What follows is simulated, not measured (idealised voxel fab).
Proc. module: voxel gate over fins
Each square cell in cross-section cut measures 5 nm, and the section as a whole is 145 nm wide.
This document writes a cross-section as a grid whose cells are square, and gives it as bands, listed from the top down; one or more rows of cells form a band.
Heads up on the band format: heights come first, top then bottom, in nm. After that it's the materials left to right, each with its width in nm. A single material flagged "throughout" fills the whole band edge to edge, and "air" means there's empty space there.
Measure heights from 0. That's the level where, below it, the as-received wafer is all one material. The lowest band is bottomless and extends downward; write it as in "0 and below".
A two-number width, for instance "30..40", indicates that the width is equal to the first number in the top row of the band and to the second number in the bottom row, and that it changes by a constant amount per row of cells.
Where the words "no change occurred" appear for a step, the cross-section shows no cell changed by that step; every cell remained as before.
Closed voids list: empty space of 8 cells or more with no open way to the top, each as width x height at its distance from the left edge, in nm
Read whatever lies past the settings on a step's line as the simulator's own remark about the step.
overlay nm, on a step with a mask: how far to the right of its planned place the mask lay; to the left if negative
Process steps foreseen in the plan:
step 1: op RECEIVE | material Si
step 2: op CONFORMAL_DEP | material SiN | thk nm 5
step 3: op PATTERN | tone cover | mask id FINS | material resist | width nm 15 | pitch nm 35 | thk nm 20 | overlay nm 0
step 4: op DIRECTIONAL_ETCH | etch materials SiN | depth nm 5
step 5: op DIRECTIONAL_ETCH | etch materials Si | depth nm 30
step 6: op STRIP | etch materials resist
step 7: op OXIDIZE | depth nm 5
step 8: op FILL_DEP | material SiO2 | thk nm 15
step 9: op CMP | height nm 5
step 10: op SELECTIVE_ETCH | etch materials SiO2 | depth nm 15
step 11: op STRIP | etch materials SiN
step 12: op CONFORMAL_DEP | material HfO2 | thk nm 5
step 13: op CONFORMAL_DEP | material TiN | thk nm 5
step 14: op FILL_DEP | material W | thk nm 15
step 15: op CMP | height nm 20
step 16: op CONFORMAL_DEP | material SiN | thk nm 5
This is the cross-section of the wafer as we received it, i.e. after step 1:
- 0 and below = Si throughout
- Closed voids list: none
As-planned run: cross-section of the first of two wafers at end of module:
- 25 down to 20 = SiN throughout
- 20 down to 10 = W throughout
- 10 down to 5 = 25 nm W | 25 nm TiN | 10 nm W | 25 nm TiN | 10 nm W | 25 nm TiN | 25 nm W
- 5 down to 0 = 25 nm W | 5 nm TiN | 15 nm HfO2 | 5 nm TiN | 10 nm W | 5 nm TiN | 15 nm HfO2 | 5 nm TiN | 10 nm W | 5 nm TiN | 15 nm HfO2 | 5 nm TiN | 25 nm W
- 0 down to -5 = 30 nm TiN | 5 nm HfO2 | 5 nm Si | 5 nm HfO2 | 20 nm TiN | 5 nm HfO2 | 5 nm Si | 5 nm HfO2 | 20 nm TiN | 5 nm HfO2 | 5 nm Si | 5 nm HfO2 | 30 nm TiN
- -5 down to -10 = 35 nm HfO2 | 5 nm Si | 30 nm HfO2 | 5 nm Si | 30 nm HfO2 | 5 nm Si | 35 nm HfO2
- -10 down to -35 = 35 nm SiO2 | 5 nm Si | 30 nm SiO2 | 5 nm Si | 30 nm SiO2 | 5 nm Si | 35 nm SiO2
- -35 and below = Si throughout
- Closed voids list: none
Presented here is a cross-section of the second of the two wafers as it stood at the end of the module. It was started in the same manner and assigned the same plan as the first wafer; however, one mistake was made in its execution:
- 25 down to 20 = SiN throughout
- 20 down to 10 = 15 nm W | 115 nm TiN | 15 nm W
- 10 down to 5 = TiN throughout
- 5 down to 0 = 30 nm TiN | 15 nm HfO2 | 20 nm TiN | 15 nm HfO2 | 20 nm TiN | 15 nm HfO2 | 30 nm TiN
- 0 down to -5 = 30 nm TiN | 5 nm HfO2 | 5 nm Si | 5 nm HfO2 | 20 nm TiN | 5 nm HfO2 | 5 nm Si | 5 nm HfO2 | 20 nm TiN | 5 nm HfO2 | 5 nm Si | 5 nm HfO2 | 30 nm TiN
- -5 down to -10 = 35 nm HfO2 | 5 nm Si | 30 nm HfO2 | 5 nm Si | 30 nm HfO2 | 5 nm Si | 35 nm HfO2
- -10 down to -35 = 35 nm SiO2 | 5 nm Si | 30 nm SiO2 | 5 nm Si | 30 nm SiO2 | 5 nm Si | 35 nm SiO2
- -35 and below = Si throughout
- Closed voids list: none
Finding, execution versus plan: step 13 off recipe, ran as op CONFORMAL_DEP | material TiN | thk nm 15
Bottom line after processing is that, in cells, the second wafer is up or down on some materials versus the first: TiN +74 | W -74
